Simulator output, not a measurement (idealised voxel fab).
This section sets out a process module, namely voxel transistor to metal.
Square cell edge 5 nm, section width 160 nm, ID cut.
A cross-section in this document is a grid of square cells, and it is written down as bands, the top band listed before the ones below it; a band is made up of one or more rows of cells.
Heads up on the band format: heights come first, top then bottom, in nm. After that it's the materials left to right, each with its width in nm. A single material flagged "edge to edge" fills the whole band edge to edge, and "blank" means there's empty space there.
Height 0 is the level under which the wafer as received is all one material. The lowest band goes on downwards, as in "0..down".
Width "30->40": first value at the band's top row of cells, second value at its bottom row, equal change from row to row.
Where the words "no alteration" appear for a step, the cross-section shows no cell changed by that step; every cell remained as before.
"Sealed cavities" - sealed voids, min. 8 cells, no opening to top; format: width x height at distance (distance from left edge; nm throughout).
Step line, after settings: the simulator's comment on this step.
overlay nm: for a step with a mask, the amount by which the mask lay right of where it was planned; a negative amount means left of it.
THE PLANNED PROCESS STEPS ARE ENUMERATED HEREUNDER
1) op RECEIVE | material Si
2) op OXIDIZE | depth nm 5
3) op CONFORMAL_DEP | material SiN | thk nm 10
4) op MASKED_ETCH | tone cover | mask id ACTIVE | width nm 100 | etch materials SiN | depth nm 10 | overlay nm 0
5) op MASKED_ETCH | tone cover | mask id ACTIVE | width nm 100 | etch materials SiO2 | depth nm 5 | overlay nm 0
6) op MASKED_ETCH | tone cover | mask id ACTIVE | width nm 100 | etch materials Si | depth nm 30 | overlay nm 0
7) op FILL_DEP | material SiO2 | thk nm 5
8) op CMP | height nm 10
9) op SELECTIVE_ETCH | etch materials SiO2 | depth nm 5
10) op STRIP | etch materials SiN
11) op SELECTIVE_ETCH | etch materials SiO2 | depth nm 5
12) op OXIDIZE | depth nm 5
13) op DIRECTIONAL_DEP | material polySi | thk nm 30
14) op DIRECTIONAL_DEP | material SiCN | thk nm 15
15) op DIRECTIONAL_DEP | material aC | thk nm 10
16) op PATTERN | tone cover | mask id GATE | material resist | width nm 20 | thk nm 30 | overlay nm 0
17) op DIRECTIONAL_ETCH | etch materials aC | depth nm 10
18) op STRIP | etch materials resist
19) op DIRECTIONAL_ETCH | etch materials SiCN | depth nm 25
20) op DIRECTIONAL_ETCH | etch materials polySi | depth nm 40
21) op STRIP | etch materials aC
22) op CONFORMAL_DEP | material SiO2 | thk nm 5
23) op DIRECTIONAL_ETCH | etch materials SiO2 | depth nm 5
24) op CONFORMAL_DEP | material SiN | thk nm 10
25) op DIRECTIONAL_ETCH | etch materials SiN | depth nm 10
26) op DIRECTIONAL_ETCH | etch materials SiO2 | depth nm 5
27) op DIRECTIONAL_ETCH | etch materials Si | depth nm 15
28) op EPI | material SiGe | thk nm 15
29) op FILL_DEP | material SiO2 | thk nm 5
30) op CMP | height nm 40
31) op DIRECTIONAL_DEP | material SiO2 | thk nm 15
32) op DIRECTIONAL_DEP | material aC | thk nm 10
33) op PATTERN | tone open | mask id CONTACT | material resist | width nm 25 | pitch nm 55 | thk nm 30 | overlay nm 0
34) op DIRECTIONAL_ETCH | etch materials aC | depth nm 10
35) op STRIP | etch materials resist
36) op DIRECTIONAL_ETCH | etch materials SiO2 | depth nm 50
37) op STRIP | etch materials aC
38) op CONFORMAL_DEP | material TiN | thk nm 5
39) op FILL_DEP | material Ru | thk nm 5
40) op CMP | height nm 55
41) op DIRECTIONAL_DEP | material TiN | thk nm 5
42) op DIRECTIONAL_DEP | material W | thk nm 25
43) op PATTERN | tone cover | mask id METAL_1 | material resist | width nm 15 | pitch nm 65 | thk nm 15 | overlay nm 0
44) op DIRECTIONAL_ETCH | etch materials W | depth nm 25
45) op DIRECTIONAL_ETCH | etch materials TiN | depth nm 5
46) op STRIP | etch materials resist
47) op FILL_DEP | material lowk | thk nm 5
48) op CMP | height nm 85
49) op CONFORMAL_DEP | material SiCN | thk nm 5
WAFER AT RECEIPT (POST STEP 1), CROSS-SECTION
  0..down = Si edge to edge
  Sealed cavities: none
CROSS-SECTION, END OF MODULE. START: AS ABOVE. PLAN: AS ABOVE. EXECUTION: ONE MISTAKE
  90..85 = SiCN edge to edge
  85..60 = 40 lowk  15 W  50 lowk  15 W  40 lowk
  60..55 = 40 lowk  15 TiN  50 lowk  15 TiN  40 lowk
  55..45 = 40 SiO2  5 TiN  15 Ru  5 TiN  30 SiO2  5 TiN  15 Ru  5 TiN  40 SiO2
  45..40 = 40 SiO2  5 TiN  5 Ru  15 TiN  30 SiO2  15 TiN  5 Ru  5 TiN  40 SiO2
  40..25 = 40 SiO2  5 TiN  5 Ru  5 TiN  10 SiN  5 SiO2  20 SiCN  5 SiO2  10 SiN  5 TiN  5 Ru  5 TiN  40 SiO2
  25..20 = 40 SiO2  15 TiN  10 SiN  5 SiO2  20 polySi  5 SiO2  10 SiN  15 TiN  40 SiO2
  20..5 = 55 SiO2  10 SiN  5 SiO2  20 polySi  5 SiO2  10 SiN  55 SiO2
  5..0 = 35 SiO2  20 SiGe  10 SiN  5 SiO2  20 polySi  5 SiO2  10 SiN  20 SiGe  35 SiO2
  0..-5 = 30 SiO2  10 SiN  15 SiGe  10 SiN  5 SiO2  20 polySi  5 SiO2  10 SiN  15 SiGe  10 SiN  30 SiO2
  -5..-10 = 40 SiO2  15 SiGe  50 SiO2  15 SiGe  40 SiO2
  -10..-25 = 30 SiO2  10 Si  15 SiGe  50 Si  15 SiGe  10 Si  30 SiO2
  -25..-35 = 30 SiO2  100 Si  30 SiO2
  -35..down = Si edge to edge
  Sealed cavities: none
Want to know what went wrong? step 31 of the plan was executed twice over
